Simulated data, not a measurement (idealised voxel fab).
process module | voxel transistor to metal
cross-section cut | 145 nm wide | cells 5 nm
A cross-section is a grid of square cells, given in bands from the top down. A band is one or more rows of cells.
Each band's line starts with the height of the band's top and of its bottom, in nm. Then come its materials from left to right, each with its width in nm. One material with "throughout" fills the band from edge to edge. "air" is empty space.
Height 0 is the level under which the wafer as received is all one material. The lowest band goes on downwards, as in "0 down".
A width such as "30 to 40" changes by the same amount from each row of cells to the next, from the band's top row to its bottom row.
"no change" after a step means that no cell of the cross-section changed.
closed voids: empty space of 8 cells or more with no open way to the top, each as width x height at its distance from the left edge, in nm
after a step's settings: what the simulator itself notes on the step
overlay nm, on a step with a mask: how far to the right of its planned place the mask lay; to the left if negative
plan
1 op RECEIVE | material Si
2 op CONFORMAL_DEP | material SiO2 | thk nm 5
3 op CONFORMAL_DEP | material SiN | thk nm 10
4 op MASKED_ETCH | tone cover | mask id ACTIVE | width nm 95 | etch materials SiN | depth nm 10 | overlay nm 0
5 op MASKED_ETCH | tone cover | mask id ACTIVE | width nm 95 | etch materials SiO2 | depth nm 5 | overlay nm 0
6 op MASKED_ETCH | tone cover | mask id ACTIVE | width nm 95 | etch materials Si | depth nm 35 | overlay nm 0
7 op OXIDIZE | depth nm 5
8 op FILL_DEP | material SiO2 | thk nm 15
9 op CMP | height nm 15
10 op SELECTIVE_ETCH | etch materials SiO2 | depth nm 10
11 op STRIP | etch materials SiN
12 op SELECTIVE_ETCH | etch materials SiO2 | depth nm 5
13 op OXIDIZE | depth nm 5
14 op DIRECTIONAL_DEP | material polySi | thk nm 30
15 op DIRECTIONAL_DEP | material SiCN | thk nm 10
16 op MASKED_ETCH | tone cover | mask id GATE | width nm 25 | etch materials SiCN | depth nm 20 | overlay nm 0
17 op MASKED_ETCH | tone cover | mask id GATE | width nm 25 | etch materials polySi | depth nm 40 | overlay nm 0
18 op CONFORMAL_DEP | material SiN | thk nm 5
19 op DIRECTIONAL_ETCH | etch materials SiN | depth nm 5
20 op DIRECTIONAL_ETCH | etch materials SiO2 | depth nm 5
21 op EPI | material SiGe | thk nm 5
22 op FILL_DEP | material SiO2 | thk nm 5
23 op CMP | height nm 40
24 op DIRECTIONAL_DEP | material SiO2 | thk nm 10
25 op PATTERN | tone open | mask id CONTACT | material resist | width nm 15 | pitch nm 70 | thk nm 20 | overlay nm 0
26 op DIRECTIONAL_ETCH | etch materials SiO2 | depth nm 50
27 op STRIP | etch materials resist
28 op CONFORMAL_DEP | material TiN | thk nm 5
29 op FILL_DEP | material W | thk nm 10
30 op CMP | height nm 50
31 op CONFORMAL_DEP | material SiCN | thk nm 5
32 op DIRECTIONAL_DEP | material lowk | thk nm 25
33 op DIRECTIONAL_DEP | material aC | thk nm 15
34 op PATTERN | tone open | mask id METAL_1 | material resist | width nm 15 | pitch nm 70 | thk nm 30 | overlay nm 0
35 op DIRECTIONAL_ETCH | etch materials aC | depth nm 15
36 op STRIP | etch materials resist
37 op DIRECTIONAL_ETCH | etch materials lowk | depth nm 25
38 op DIRECTIONAL_ETCH | etch materials SiCN | depth nm 5
39 op STRIP | etch materials aC
40 op CONFORMAL_DEP | material TiN | thk nm 5
41 op FILL_DEP | material Ru | thk nm 10
42 op CMP | height nm 80
43 op CONFORMAL_DEP | material SiCN | thk nm 5
44 op DIRECTIONAL_DEP | material lowk | thk nm 35
45 op PATTERN | tone open | mask id METAL_2 | material resist | width nm 15 | pitch nm 70 | thk nm 15 | overlay nm 0
46 op DIRECTIONAL_ETCH | etch materials lowk | depth nm 20
47 op STRIP | etch materials resist
48 op MASKED_ETCH | tone open | mask id METAL_2_HOLES | width nm 15 | pitch nm 70 | etch materials lowk | depth nm 15 | overlay nm 0
49 op MASKED_ETCH | tone open | mask id METAL_2_HOLES | width nm 15 | pitch nm 70 | etch materials SiCN | depth nm 5 | overlay nm 0
50 op CONFORMAL_DEP | material TiN | thk nm 5
51 op FILL_DEP | material Ru | thk nm 10
52 op CMP | height nm 120
53 op CONFORMAL_DEP | material SiN | thk nm 5
as received, after step 1
  0 down: Si throughout
  closed voids: none
first wafer at the end, as planned
  125 to 120: SiN throughout
  120 to 85: lowk 30 | TiN 5 | Ru 5 | TiN 5 | lowk 55 | TiN 5 | Ru 5 | TiN 5 | lowk 30
  85 to 80: SiCN 30 | TiN 15 | SiCN 55 | TiN 15 | SiCN 30
  80 to 55: lowk 30 | TiN 5 | Ru 5 | TiN 5 | lowk 55 | TiN 5 | Ru 5 | TiN 5 | lowk 30
  55 to 50: SiCN 30 | TiN 15 | SiCN 55 | TiN 15 | SiCN 30
  50 to 40: SiO2 30 | TiN 5 | W 5 | TiN 5 | SiO2 55 | TiN 5 | W 5 | TiN 5 | SiO2 30
  40 to 30: SiO2 30 | TiN 5 | W 5 | TiN 5 | SiO2 10 | SiN 5 | SiCN 25 | SiN 5 | SiO2 10 | TiN 5 | W 5 | TiN 5 | SiO2 30
  30 to 5: SiO2 30 | TiN 5 | W 5 | TiN 5 | SiO2 10 | SiN 5 | polySi 25 | SiN 5 | SiO2 10 | TiN 5 | W 5 | TiN 5 | SiO2 30
  5 to 0: SiO2 30 | TiN 15 | SiO2 10 | SiN 5 | polySi 25 | SiN 5 | SiO2 10 | TiN 15 | SiO2 30
  0 to -5: SiO2 25 | SiGe 30 | SiO2 35 | SiGe 30 | SiO2 25
  -5 to -40: SiO2 30 | Si 85 | SiO2 30
  -40 down: Si throughout
  closed voids: none
second wafer at the end: like start, like plan, one mistake
  125 to 120: SiN throughout
  120 to 85: lowk 30 | TiN 5 | Ru 5 | TiN 5 | lowk 55 | TiN 5 | Ru 5 | TiN 5 | lowk 30
  85 to 80: SiCN 30 | TiN 15 | SiCN 55 | TiN 15 | SiCN 30
  80 to 75: TiN 35 | Ru 5 | TiN 65 | Ru 5 | TiN 35
  75 to 50: lowk 30 | TiN 5 | Ru 5 | TiN 5 | lowk 55 | TiN 5 | Ru 5 | TiN 5 | lowk 30
  50 to 45: SiCN 30 | TiN 15 | SiCN 55 | TiN 15 | SiCN 30
  45 to 40: SiO2 30 | TiN 5 | W 5 | TiN 5 | SiO2 55 | TiN 5 | W 5 | TiN 5 | SiO2 30
  40 to 30: SiO2 30 | TiN 5 | W 5 | TiN 5 | SiO2 10 | SiN 5 | SiCN 25 | SiN 5 | SiO2 10 | TiN 5 | W 5 | TiN 5 | SiO2 30
  30 to 5: SiO2 30 | TiN 5 | W 5 | TiN 5 | SiO2 10 | SiN 5 | polySi 25 | SiN 5 | SiO2 10 | TiN 5 | W 5 | TiN 5 | SiO2 30
  5 to 0: SiO2 30 | TiN 15 | SiO2 10 | SiN 5 | polySi 25 | SiN 5 | SiO2 10 | TiN 15 | SiO2 30
  0 to -5: SiO2 25 | SiGe 30 | SiO2 35 | SiGe 30 | SiO2 25
  -5 to -40: SiO2 30 | Si 85 | SiO2 30
  -40 down: Si throughout
  closed voids: none
what went wrong: step 30 ran as: op CMP | height nm 45
at the end the second wafer has, in cells: 2 more of Ru | 23 fewer of SiO2 | 23 more of TiN | 2 fewer of W
